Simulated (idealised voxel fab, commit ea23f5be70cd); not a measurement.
process module | voxel capacitor over wiring
cross-section cut | 280 nm wide | cells 5 nm
A cross-section is a grid of square cells, given in bands from the top down. A band is one or more rows of cells.
Each band's line starts with the height of the band's top and of its bottom, in nm. Then come its materials from left to right, each with its width in nm. One material with "throughout" fills the band from edge to edge. "air" is empty space.
Height 0 is the level under which the wafer as received is all one material. The lowest band goes on downwards, as in "0 down".
A width such as "30 to 40" changes by the same amount from each row of cells to the next, from the band's top row to its bottom row.
"no change" after a step means that no cell of the cross-section changed.
closed voids: empty space of 8 cells or more with no open way to the top, each as width x height at its distance from the left edge, in nm
after a step's settings: what the simulator itself notes on the step
overlay nm, on a step with a mask: how far to the right of its planned place the mask lay; to the left if negative
plan
1 op RECEIVE | material Si
2 op CONFORMAL_DEP | material SiO2 | thk nm 10
3 op CONFORMAL_DEP | material SiN | thk nm 5
4 op DIRECTIONAL_DEP | material lowk | thk nm 20
5 op DIRECTIONAL_DEP | material aC | thk nm 10
6 op PATTERN | tone open | mask id METAL_1 | material resist | width nm 30 | pitch nm 80 | thk nm 25 | overlay nm 0
7 op DIRECTIONAL_ETCH | etch materials aC | depth nm 10
8 op STRIP | etch materials resist
9 op DIRECTIONAL_ETCH | etch materials lowk | depth nm 20
10 op DIRECTIONAL_ETCH | etch materials SiN | depth nm 5
11 op STRIP | etch materials aC
12 op CONFORMAL_DEP | material TiN | thk nm 5
13 op FILL_DEP | material Ru | thk nm 10
14 op CMP | height nm 35
15 op EPI | material Ru | thk nm 5
16 op FILL_DEP | material SiCN | thk nm 5
17 op DIRECTIONAL_DEP | material SiO2 | thk nm 20
18 op PATTERN | tone open | mask id PLUG_1 | material resist | width nm 15 | thk nm 15 | overlay nm 0
19 op DIRECTIONAL_ETCH | etch materials SiO2 | depth nm 20
20 op DIRECTIONAL_ETCH | etch materials SiCN | depth nm 5
21 op STRIP | etch materials resist
22 op EPI | material Ru | thk nm 10
23 op EPI | material Ru | thk nm 10
24 op EPI | material Ru | thk nm 5
25 op DIRECTIONAL_DEP | material TiN | thk nm 5
26 op DIRECTIONAL_DEP | material Al2O3 | thk nm 5
27 op DIRECTIONAL_DEP | material TiN | thk nm 5
28 op MASKED_ETCH | tone cover | mask id UPPER_PLATE | width nm 55 | etch materials TiN | depth nm 5 | overlay nm 0
29 op MASKED_ETCH | tone cover | mask id UPPER_PLATE | width nm 55 | etch materials Al2O3 | depth nm 5 | overlay nm 0
30 op PATTERN | tone cover | mask id LOWER_PLATE | material resist | width nm 65 | thk nm 20 | overlay nm 0
31 op DIRECTIONAL_ETCH | etch materials TiN | depth nm 5
32 op STRIP | etch materials resist
33 op FILL_DEP | material SiO2 | thk nm 15
34 op CMP | height nm 90
35 op PATTERN | tone open | mask id PLUG_2 | material resist | width nm 15 | thk nm 20 | overlay nm 0
36 op DIRECTIONAL_ETCH | etch materials SiO2 | depth nm 10
37 op STRIP | etch materials resist
38 op CONFORMAL_DEP | material TiN | thk nm 5
39 op FILL_DEP | material W | thk nm 5
40 op CMP | height nm 90
41 op CONFORMAL_DEP | material SiN | thk nm 5
first wafer, as planned
as received, after step 1
  0 down: Si throughout
  closed voids: none
after step 2
  10 to 0: SiO2 throughout
  below 0: unchanged
after step 3
  15 to 10: SiN throughout
  below 10: unchanged
after step 4
  35 to 15: lowk throughout
  below 15: unchanged
after step 5
  45 to 35: aC throughout
  below 35: unchanged
after step 6
  70 to 45: resist 85 | air 30 | resist 50 | air 30 | resist 85
  below 45: unchanged
after step 7
  60 to 45: resist 85 | air 30 | resist 50 | air 30 | resist 85
  45 to 35: aC 85 | air 30 | aC 50 | air 30 | aC 85
  below 35: unchanged
after step 8
  45 to 35: aC 85 | air 30 | aC 50 | air 30 | aC 85
  below 35: unchanged
after step 9
  45 to 35: aC 85 | air 30 | aC 50 | air 30 | aC 85
  35 to 15: lowk 85 | air 30 | lowk 50 | air 30 | lowk 85
  below 15: unchanged
after step 10
  45 to 35: aC 85 | air 30 | aC 50 | air 30 | aC 85
  35 to 15: lowk 85 | air 30 | lowk 50 | air 30 | lowk 85
  15 to 10: SiN 85 | air 30 | SiN 50 | air 30 | SiN 85
  below 10: unchanged
after step 11
  35 to 15: lowk 85 | air 30 | lowk 50 | air 30 | lowk 85
  below 15: unchanged
after step 12
  40 to 35: TiN 90 | air 20 | TiN 60 | air 20 | TiN 90
  35 to 15: lowk 85 | TiN 5 | air 20 | TiN 5 | lowk 50 | TiN 5 | air 20 | TiN 5 | lowk 85
  15 to 10: SiN 85 | TiN 30 | SiN 50 | TiN 30 | SiN 85
  below 10: unchanged
after step 13
  50 to 40: Ru throughout
  40 to 35: TiN 90 | Ru 20 | TiN 60 | Ru 20 | TiN 90
  35 to 15: lowk 85 | TiN 5 | Ru 20 | TiN 5 | lowk 50 | TiN 5 | Ru 20 | TiN 5 | lowk 85
  below 15: unchanged
after step 14
  35 to 15: lowk 85 | TiN 5 | Ru 20 | TiN 5 | lowk 50 | TiN 5 | Ru 20 | TiN 5 | lowk 85
  below 15: unchanged
after step 15
  40 to 35: air 80 | Ru 40 | air 40 | Ru 40 | air 80
  below 35: unchanged
after step 16
  45 to 40: SiCN throughout
  40 to 35: SiCN 80 | Ru 40 | SiCN 40 | Ru 40 | SiCN 80
  below 35: unchanged
after step 17
  65 to 45: SiO2 throughout
  below 45: unchanged
after step 18
  80 to 65: resist 100 | air 15 | resist 165
  below 65: unchanged
after step 19
  80 to 65: resist 100 | air 15 | resist 165
  65 to 45: SiO2 100 | air 15 | SiO2 165
  below 45: unchanged
after step 20
  80 to 65: resist 100 | air 15 | resist 165
  65 to 45: SiO2 100 | air 15 | SiO2 165
  45 to 40: SiCN 100 | air 15 | SiCN 165
  below 40: unchanged
after step 21
  65 to 45: SiO2 100 | air 15 | SiO2 165
  below 45: unchanged
after step 22
  65 to 50: SiO2 100 | air 15 | SiO2 165
  50 to 45: SiO2 100 | Ru 15 | SiO2 165
  45 to 40: SiCN 100 | Ru 15 | SiCN 165
  below 40: unchanged
after step 23
  65 to 60: SiO2 100 | air 15 | SiO2 165
  60 to 45: SiO2 100 | Ru 15 | SiO2 165
  below 45: unchanged
after step 24
  65 to 45: SiO2 100 | Ru 15 | SiO2 165
  below 45: unchanged
after step 25
  70 to 65: TiN throughout
  below 65: unchanged
after step 26
  75 to 70: Al2O3 throughout
  below 70: unchanged
after step 27
  80 to 75: TiN throughout
  below 75: unchanged
after step 28
  80 to 75: air 100 | TiN 55 | air 125
  below 75: unchanged
after step 29
  80 to 75: air 100 | TiN 55 | air 125
  75 to 70: air 100 | Al2O3 55 | air 125
  below 70: unchanged
after step 30
  100 to 80: air 95 | resist 65 | air 120
  80 to 75: air 95 | resist 5 | TiN 55 | resist 5 | air 120
  75 to 70: air 95 | resist 5 | Al2O3 55 | resist 5 | air 120
  below 70: unchanged
after step 31
  100 to 80: air 95 | resist 65 | air 120
  80 to 75: air 95 | resist 5 | TiN 55 | resist 5 | air 120
  75 to 70: air 95 | resist 5 | Al2O3 55 | resist 5 | air 120
  70 to 65: air 95 | TiN 65 | air 120
  below 65: unchanged
after step 32
  80 to 75: air 100 | TiN 55 | air 125
  75 to 70: air 100 | Al2O3 55 | air 125
  below 70: unchanged
after step 33
  95 to 80: SiO2 throughout
  80 to 75: SiO2 100 | TiN 55 | SiO2 125
  75 to 70: SiO2 100 | Al2O3 55 | SiO2 125
  70 to 65: SiO2 95 | TiN 65 | SiO2 120
  below 65: unchanged
after step 34
  90 to 80: SiO2 throughout
  below 80: unchanged
after step 35
  110 to 90: resist 110 | air 15 | resist 155
  below 90: unchanged
after step 36
  110 to 90: resist 110 | air 15 | resist 155
  90 to 80: SiO2 110 | air 15 | SiO2 155
  below 80: unchanged
after step 37
  90 to 80: SiO2 110 | air 15 | SiO2 155
  below 80: unchanged
after step 38
  95 to 90: TiN 115 | air 5 | TiN 160
  90 to 85: SiO2 110 | TiN 5 | air 5 | TiN 5 | SiO2 155
  85 to 75: SiO2 110 to 100 | TiN 15 to 55 | SiO2 155 to 125
  below 75: unchanged
after step 39
  100 to 95: W throughout
  95 to 90: TiN 115 | W 5 | TiN 160
  90 to 85: SiO2 110 | TiN 5 | W 5 | TiN 5 | SiO2 155
  below 85: unchanged
after step 40
  90 to 85: SiO2 110 | TiN 5 | W 5 | TiN 5 | SiO2 155
  below 85: unchanged
after step 41
  95 to 90: SiN throughout
  below 90: unchanged
second wafer: like start, like plan, one mistake. Through step 13 it matches the first wafer
when step 14 should have ended: no change
when step 15 should have ended
  55 to 40: Ru throughout
  below 40: unchanged
when step 16 should have ended
  60 to 55: SiCN throughout
  below 55: unchanged
when step 17 should have ended
  80 to 60: SiO2 throughout
  below 60: unchanged
when step 18 should have ended
  95 to 80: resist 100 | air 15 | resist 165
  below 80: unchanged
when step 19 should have ended
  95 to 80: resist 100 | air 15 | resist 165
  80 to 60: SiO2 100 | air 15 | SiO2 165
  below 60: unchanged
when step 20 should have ended
  95 to 80: resist 100 | air 15 | resist 165
  80 to 60: SiO2 100 | air 15 | SiO2 165
  60 to 55: SiCN 100 | air 15 | SiCN 165
  below 55: unchanged
when step 21 should have ended
  80 to 60: SiO2 100 | air 15 | SiO2 165
  below 60: unchanged
when step 22 should have ended
  80 to 65: SiO2 100 | air 15 | SiO2 165
  65 to 60: SiO2 100 | Ru 15 | SiO2 165
  60 to 55: SiCN 100 | Ru 15 | SiCN 165
  below 55: unchanged
when step 23 should have ended
  80 to 75: SiO2 100 | air 15 | SiO2 165
  75 to 60: SiO2 100 | Ru 15 | SiO2 165
  below 60: unchanged
when step 24 should have ended
  80 to 60: SiO2 100 | Ru 15 | SiO2 165
  below 60: unchanged
when step 25 should have ended
  85 to 80: TiN throughout
  below 80: unchanged
when step 26 should have ended
  90 to 85: Al2O3 throughout
  below 85: unchanged
when step 27 should have ended
  95 to 90: TiN throughout
  below 90: unchanged
when step 28 should have ended
  95 to 90: air 100 | TiN 55 | air 125
  below 90: unchanged
when step 29 should have ended
  95 to 90: air 100 | TiN 55 | air 125
  90 to 85: air 100 | Al2O3 55 | air 125
  below 85: unchanged
when step 30 should have ended
  115 to 95: air 95 | resist 65 | air 120
  95 to 90: air 95 | resist 5 | TiN 55 | resist 5 | air 120
  90 to 85: air 95 | resist 5 | Al2O3 55 | resist 5 | air 120
  below 85: unchanged
when step 31 should have ended
  115 to 95: air 95 | resist 65 | air 120
  95 to 90: air 95 | resist 5 | TiN 55 | resist 5 | air 120
  90 to 85: air 95 | resist 5 | Al2O3 55 | resist 5 | air 120
  85 to 80: air 95 | TiN 65 | air 120
  below 80: unchanged
when step 32 should have ended
  95 to 90: air 100 | TiN 55 | air 125
  90 to 85: air 100 | Al2O3 55 | air 125
  below 85: unchanged
when step 33 should have ended
  110 to 95: SiO2 throughout
  95 to 90: SiO2 100 | TiN 55 | SiO2 125
  90 to 85: SiO2 100 | Al2O3 55 | SiO2 125
  85 to 80: SiO2 95 | TiN 65 | SiO2 120
  below 80: unchanged
when step 34 should have ended
  90 to 85: SiO2 100 | Al2O3 55 | SiO2 125
  below 85: unchanged
when step 35 should have ended
  110 to 90: resist 110 | air 15 | resist 155
  below 90: unchanged
when step 36 should have ended: no change
when step 37 should have ended
  90 to 85: SiO2 100 | Al2O3 55 | SiO2 125
  below 85: unchanged
when step 38 should have ended
  95 to 90: TiN throughout
  below 90: unchanged
when step 39 should have ended
  100 to 95: W throughout
  below 95: unchanged
when step 40 should have ended
  90 to 85: SiO2 100 | Al2O3 55 | SiO2 125
  below 85: unchanged
when step 41 should have ended
  95 to 90: SiN throughout
  below 90: unchanged
what went wrong: step 14 was left out
at the end the second wafer has, in cells: 160 more of Ru | 40 fewer of SiCN | 151 fewer of SiO2 | 32 more of TiN | 1 fewer of W
